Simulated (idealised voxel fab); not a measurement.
The process module presented herein is designated voxel double patterning.
Section shown: cut. Width: 255 nm. Cell size: 5 nm, square.
A cross-section is a grid of square cells, given in bands from the top down. A band is one or more rows of cells.
This entry defines a band. It first specifies the height of the band's top and the height of its bottom in nm, and then specifies the band's materials from left to right, stating each material with its width in nm. The word "full width" identifies a single material that fills the band from edge to edge, while the word "empty" identifies empty space.
Beneath 0, the wafer as received is one material, and that level is where height counting begins. The lowest band goes on downward without a bottom; it is written like "from 0 down".
When a width is written as two numbers, as in "30->40", the first number is the width in the top row of cells of the band and the second is the width in its bottom row, and the width changes by the same amount from each row to the next.
For the purposes of this document, the phrase "nothing was modified" attached to a step denotes that no cell within the cross-section was modified by that step.
"Fully enclosed voids" enumerates empty spaces isolated from the top, with no open way to it, that contain at least 8 cells, giving each as width x height at distance from the left edge, all three in nm.
What comes after the settings on a step's line is commentary from the simulator itself on that step.
"overlay nm" denotes, for a step that has a mask, the displacement of the mask to the right of its planned place, with negative values corresponding to the left.

THE PLANNED PROCESS STEPS ARE ENUMERATED HEREUNDER
1. RECEIVE (material Si)
2. CONFORMAL_DEP (material SiN; thk nm 10)
3. DIRECTIONAL_DEP (material SiO2; thk nm 15)
4. DIRECTIONAL_DEP (material SiCN; thk nm 5)
5. DIRECTIONAL_DEP (material aC; thk nm 10)
6. PATTERN (tone open; mask id FIRST; material resist; width nm 15; pitch nm 50; thk nm 25; overlay nm 0)
7. DIRECTIONAL_ETCH (etch materials aC; depth nm 10)
8. STRIP (etch materials resist)
9. DIRECTIONAL_ETCH (etch materials SiCN; depth nm 5)
10. STRIP (etch materials aC)
11. MASKED_ETCH (tone open; mask id SECOND; width nm 15; etch materials SiCN; depth nm 5; overlay nm 0)
12. DIRECTIONAL_ETCH (etch materials SiO2; depth nm 15)
13. STRIP (etch materials SiCN)

THIS IS THE CROSS-SECTION OF THE WAFER AS WE RECEIVED IT, I.E. AFTER STEP 1
> from 0 down: Si full width
> Fully enclosed voids: none

CROSS-SECTIONAL IMAGE OF THE FIRST OF TWO WAFERS AT THE END OF THE MODULE, THE RUN HAVING PROCEEDED AS PLANNED
> from 25 to 10: SiO2=95, empty=15, SiO2=10, empty=15, SiO2=10, empty=15, SiO2=95
> from 10 to 0: SiN full width
> from 0 down: Si full width
> Fully enclosed voids: none

CROSS-SECTION OF THE LATTER OF THE TWO WAFERS AT MODULE COMPLETION. IT HAD AN IDENTICAL START AND AN IDENTICAL PLAN TO THE FORMER; IN RUNNING IT, ONE MISTAKE WAS MADE
> from 25 to 15: SiO2=95, empty=15, SiO2=10, empty=15, SiO2=10, empty=15, SiO2=95
> from 15 to 10: SiO2 full width
> from 10 to 0: SiN full width
> from 0 down: Si full width
> Fully enclosed voids: none
The mistake made against the process plan was this: step 12, actual vs plan mismatch, actual run DIRECTIONAL_ETCH (etch materials SiO2; depth nm 10)
Heads up, by the end the second wafer has more or fewer cells of some materials compared to the first: +9 SiO2
